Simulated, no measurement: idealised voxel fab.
The document below concerns the process module designated voxel air gaps.
Xsec cut, 210 nm wide, square cell size 5 nm.
The cross-sections in this document take the form of a grid made of square cells. They are written out as bands, in order from top to bottom. Each band consists of one or more rows of cells.
Per band: top height and bottom height in nm, followed by the left-to-right materials and their widths in nm; "everywhere" marks a single material spanning edge to edge, "empty" marks empty space.
Height 0 is the level under which the wafer as received is all one material. The lowest band goes on downwards, as in "top 0, no bottom".
Think of "30->40" as a width that walks from the first number to the second as you go down the band, top row to bottom row, taking equal-sized steps from row to row.
What does "left unchanged" mean for a step? It means no cell of the cross-section changed in that step.
"Cavities, closed" - sealed voids, min. 8 cells, no opening to top; format: width x height at distance (distance from left edge; nm throughout).
Formally, on a step line, whatever follows the settings is a remark that the simulator itself makes on the step.
Among the settings permitted on a step's line is "overlay nm"; applied to a step with a mask, it specifies the extent to which the mask lay to the right of its planned position, whereas a negative figure signifies a position to the left.

-- So here's the lineup of process steps we planned
1: RECEIVE, material Si
2: CONFORMAL_DEP, material SiO2, thk nm 10
3: CONFORMAL_DEP, material SiN, thk nm 5
4: DIRECTIONAL_DEP, material SiO2, thk nm 30
5: PATTERN, tone open, mask id LINES, material resist, width nm 20, pitch nm 45, thk nm 20, overlay nm 0
6: DIRECTIONAL_ETCH, etch materials SiO2, depth nm 30
7: STRIP, etch materials resist
8: CONFORMAL_DEP, material TiN, thk nm 5
9: FILL_DEP, material Cu, thk nm 10
10: CMP, height nm 45
11: EPI, material Ru, thk nm 10
12: SELECTIVE_ETCH, etch materials SiO2, depth nm 40
13: CONFORMAL_DEP, material SiCN, thk nm 5

-- The first of the two wafers, which ran as planned

-- As-received state of the wafer in cross-section, equivalent to post-step 1
top 0, no bottom: Si everywhere
Cavities, closed: none

-- You're looking at a cross-section of the wafer after step 2
top 10, bottom 0: SiO2 everywhere
below 0: unchanged

-- You're looking at a cross-section of the wafer after step 3
top 15, bottom 10: SiN everywhere
below 10: unchanged

-- You're looking at a cross-section of the wafer after step 4
top 45, bottom 15: SiO2 everywhere
below 15: unchanged

-- You're looking at a cross-section of the wafer after step 5
top 65, bottom 45: resist 25 nm, empty 20 nm, resist 25 nm, empty 20 nm, resist 25 nm, empty 20 nm, resist 25 nm, empty 20 nm, resist 30 nm
below 45: unchanged

-- You're looking at a cross-section of the wafer after step 6
top 65, bottom 45: resist 25 nm, empty 20 nm, resist 25 nm, empty 20 nm, resist 25 nm, empty 20 nm, resist 25 nm, empty 20 nm, resist 30 nm
top 45, bottom 15: SiO2 25 nm, empty 20 nm, SiO2 25 nm, empty 20 nm, SiO2 25 nm, empty 20 nm, SiO2 25 nm, empty 20 nm, SiO2 30 nm
below 15: unchanged

-- You're looking at a cross-section of the wafer after step 7
top 45, bottom 15: SiO2 25 nm, empty 20 nm, SiO2 25 nm, empty 20 nm, SiO2 25 nm, empty 20 nm, SiO2 25 nm, empty 20 nm, SiO2 30 nm
below 15: unchanged

-- You're looking at a cross-section of the wafer after step 8
top 50, bottom 45: TiN 30 nm, empty 10 nm, TiN 35 nm, empty 10 nm, TiN 35 nm, empty 10 nm, TiN 35 nm, empty 10 nm, TiN 35 nm
top 45, bottom 20: SiO2 25 nm, TiN 5 nm, empty 10 nm, TiN 5 nm, SiO2 25 nm, TiN 5 nm, empty 10 nm, TiN 5 nm, SiO2 25 nm, TiN 5 nm, empty 10 nm, TiN 5 nm, SiO2 25 nm, TiN 5 nm, empty 10 nm, TiN 5 nm, SiO2 30 nm
top 20, bottom 15: SiO2 25 nm, TiN 20 nm, SiO2 25 nm, TiN 20 nm, SiO2 25 nm, TiN 20 nm, SiO2 25 nm, TiN 20 nm, SiO2 30 nm
below 15: unchanged

-- You're looking at a cross-section of the wafer after step 9
top 60, bottom 50: Cu everywhere
top 50, bottom 45: TiN 30 nm, Cu 10 nm, TiN 35 nm, Cu 10 nm, TiN 35 nm, Cu 10 nm, TiN 35 nm, Cu 10 nm, TiN 35 nm
top 45, bottom 20: SiO2 25 nm, TiN 5 nm, Cu 10 nm, TiN 5 nm, SiO2 25 nm, TiN 5 nm, Cu 10 nm, TiN 5 nm, SiO2 25 nm, TiN 5 nm, Cu 10 nm, TiN 5 nm, SiO2 25 nm, TiN 5 nm, Cu 10 nm, TiN 5 nm, SiO2 30 nm
below 20: unchanged

-- You're looking at a cross-section of the wafer after step 10
top 45, bottom 20: SiO2 25 nm, TiN 5 nm, Cu 10 nm, TiN 5 nm, SiO2 25 nm, TiN 5 nm, Cu 10 nm, TiN 5 nm, SiO2 25 nm, TiN 5 nm, Cu 10 nm, TiN 5 nm, SiO2 25 nm, TiN 5 nm, Cu 10 nm, TiN 5 nm, SiO2 30 nm
below 20: unchanged

-- You're looking at a cross-section of the wafer after step 11
top 55, bottom 45: empty 15 nm, Ru 40 nm, empty 5 nm, Ru 40 nm, empty 5 nm, Ru 40 nm, empty 5 nm, Ru 40 nm, empty 20 nm
below 45: unchanged

-- You're looking at a cross-section of the wafer after step 12
top 55, bottom 45: empty 15 nm, Ru 40 nm, empty 5 nm, Ru 40 nm, empty 5 nm, Ru 40 nm, empty 5 nm, Ru 40 nm, empty 20 nm
top 45, bottom 20: empty 25 nm, TiN 5 nm, Cu 10 nm, TiN 5 nm, empty 25 nm, TiN 5 nm, Cu 10 nm, TiN 5 nm, empty 25 nm, TiN 5 nm, Cu 10 nm, TiN 5 nm, empty 25 nm, TiN 5 nm, Cu 10 nm, TiN 5 nm, empty 30 nm
top 20, bottom 15: empty 25 nm, TiN 20 nm, empty 25 nm, TiN 20 nm, empty 25 nm, TiN 20 nm, empty 25 nm, TiN 20 nm, empty 30 nm
below 15: unchanged

-- You're looking at a cross-section of the wafer after step 13
top 60, bottom 55: empty 10 nm, SiCN 185 nm, empty 15 nm
top 55, bottom 45: empty 10 nm, SiCN 5 nm, Ru 40 nm, SiCN 5 nm, Ru 40 nm, SiCN 5 nm, Ru 40 nm, SiCN 5 nm, Ru 40 nm, SiCN 5 nm, empty 15 nm
top 45, bottom 40: empty 10 nm, SiCN 15 nm, TiN 5 nm, Cu 10 nm, TiN 5 nm, SiCN 25 nm, TiN 5 nm, Cu 10 nm, TiN 5 nm, SiCN 25 nm, TiN 5 nm, Cu 10 nm, TiN 5 nm, SiCN 25 nm, TiN 5 nm, Cu 10 nm, TiN 5 nm, SiCN 15 nm, empty 15 nm
top 40, bottom 20: empty 20 nm, SiCN 5 nm, TiN 5 nm, Cu 10 nm, TiN 5 nm, SiCN 5 nm, empty 15 nm, SiCN 5 nm, TiN 5 nm, Cu 10 nm, TiN 5 nm, SiCN 5 nm, empty 15 nm, SiCN 5 nm, TiN 5 nm, Cu 10 nm, TiN 5 nm, SiCN 5 nm, empty 15 nm, SiCN 5 nm, TiN 5 nm, Cu 10 nm, TiN 5 nm, SiCN 5 nm, empty 25 nm
top 20, bottom 15: SiCN 25 nm, TiN 20 nm, SiCN 25 nm, TiN 20 nm, SiCN 25 nm, TiN 20 nm, SiCN 25 nm, TiN 20 nm, SiCN 30 nm
below 15: unchanged
Cavities, closed: 15 x 20 at 50; 15 x 20 at 95; 15 x 20 at 140

-- The second wafer: identical to the first at the outset and in its planned sequence, differing only in that one mistake was made during processing; up to and including step 3, its path is the first wafer's path

-- Here is the second wafer in cross-section at the point where step 4 of the plan should have been done
top 45, bottom 15: Cu everywhere
below 15: unchanged

-- Here is the second wafer in cross-section at the point where step 5 of the plan should have been done
top 65, bottom 45: resist 25 nm, empty 20 nm, resist 25 nm, empty 20 nm, resist 25 nm, empty 20 nm, resist 25 nm, empty 20 nm, resist 30 nm
below 45: unchanged

Here is the second wafer in cross-section at the point where step 6 of the plan should have been done: left unchanged

-- Here is the second wafer in cross-section at the point where step 7 of the plan should have been done
top 45, bottom 15: Cu everywhere
below 15: unchanged

-- Here is the second wafer in cross-section at the point where step 8 of the plan should have been done
top 50, bottom 45: TiN everywhere
below 45: unchanged

-- Here is the second wafer in cross-section at the point where step 9 of the plan should have been done
top 60, bottom 50: Cu everywhere
below 50: unchanged

-- Here is the second wafer in cross-section at the point where step 10 of the plan should have been done
top 45, bottom 15: Cu everywhere
below 15: unchanged

-- Here is the second wafer in cross-section at the point where step 11 of the plan should have been done
top 55, bottom 45: Ru everywhere
below 45: unchanged

Here is the second wafer in cross-section at the point where step 12 of the plan should have been done: left unchanged

-- Here is the second wafer in cross-section at the point where step 13 of the plan should have been done
top 60, bottom 55: SiCN everywhere
below 55: unchanged
What broke from the plan during processing? step 4 ran differently from the plan; actual operation with settings: DIRECTIONAL_DEP, material Cu, thk nm 30
Once processing is complete, comparing cell counts shows that the second wafer has more or fewer of certain materials than the first: +212 Cu, +20 Ru, -84 SiCN, -56 TiN
In the final state there are 3 closed voids in the first wafer, compared with 0 in the second wafer.
